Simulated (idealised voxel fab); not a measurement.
Process module heading - voxel ribs on slabs
The cross-section shown here is cut; it is 230 nm wide and divided into square cells measuring 5 nm on a side.
Square cells in a grid make up a cross-section in this document, and the grid is given as bands, listed from the top down, each one or more rows of cells. Look at the band entry: it leads with the top's height and the bottom's height in nm. Then it lists the materials left to right, with a width in nm for each. The word "all across" on a single material says that material fills the band edge to edge. The word "empty" is empty space. Ref level 0: as-received wafer is one material below here. Bottom band extends down with no lower bound ("from 0 down"). Width "30->40": first value at the band's top row of cells, second value at its bottom row, equal change from row to row. For the purposes of this document, the phrase "no change occurred" attached to a step denotes that no cell within the cross-section was modified by that step. The list in "Sealed cavities" covers empty spaces of 8 cells or more that cannot reach the top through any open way, and it gives each as width x height at distance; the distance is from the left edge, and width, height and distance are in nm. Heads up: the bit after the settings on a step's line is the simulator's remark on that step. The setting "overlay nm" may be written on the line of a step. When the step uses a mask, the value reports how far to the right of the planned place the mask lay, and a negative value reports that it lay to the left.
# This section lists the process steps that were planned
step 1: RECEIVE (material Si)
step 2: DIRECTIONAL_DEP (material SiO2; thk nm 25)
step 3: DIRECTIONAL_DEP (material SiN; thk nm 20)
step 4: MASKED_ETCH (tone cover; mask id RIB; width nm 20; etch materials SiN; depth nm 10; overlay nm 0)
step 5: PATTERN (tone cover; mask id SLAB; material resist; width nm 80; thk nm 15; overlay nm -15)
step 6: DIRECTIONAL_ETCH (etch materials SiN; depth nm 10)
step 7: STRIP (etch materials resist)
step 8: FILL_DEP (material SiO2; thk nm 30)
step 9: CMP (height nm 65)
step 10: DIRECTIONAL_DEP (material TiN; thk nm 5)
step 11: PATTERN (tone cover; mask id HEATER; material resist; width nm 30; thk nm 20; overlay nm 0)
step 12: DIRECTIONAL_ETCH (etch materials TiN; depth nm 5)
step 13: STRIP (etch materials resist)
step 14: CONFORMAL_DEP (material SiO2; thk nm 10)
All wafers enter the flow in the same state. The overlay nm at step 5 differs from wafer to wafer, and the plan gives the value for the first wafer.
# First of several wafers (as received, post step 1), cross-sectional view
from 0 down | Si all across
Sealed cavities: none
# Basically each wafer gets a line in the table, showing it at the end of the module: material by material, the cells it gained (+) or lost (-) since we got it, then its closed voids
overlay nm -15, +40 SiN, +654 SiO2, +6 TiN, Sealed cavities: none
overlay nm -10, +40 SiN, +654 SiO2, +6 TiN, Sealed cavities: none
overlay nm -5, +40 SiN, +654 SiO2, +6 TiN, Sealed cavities: none
overlay nm 0, +40 SiN, +654 SiO2, +6 TiN, Sealed cavities: none
overlay nm 5, +40 SiN, +654 SiO2, +6 TiN, Sealed cavities: none
overlay nm 10, +40 SiN, +654 SiO2, +6 TiN, Sealed cavities: none
overlay nm 15, +40 SiN, +654 SiO2, +6 TiN, Sealed cavities: none
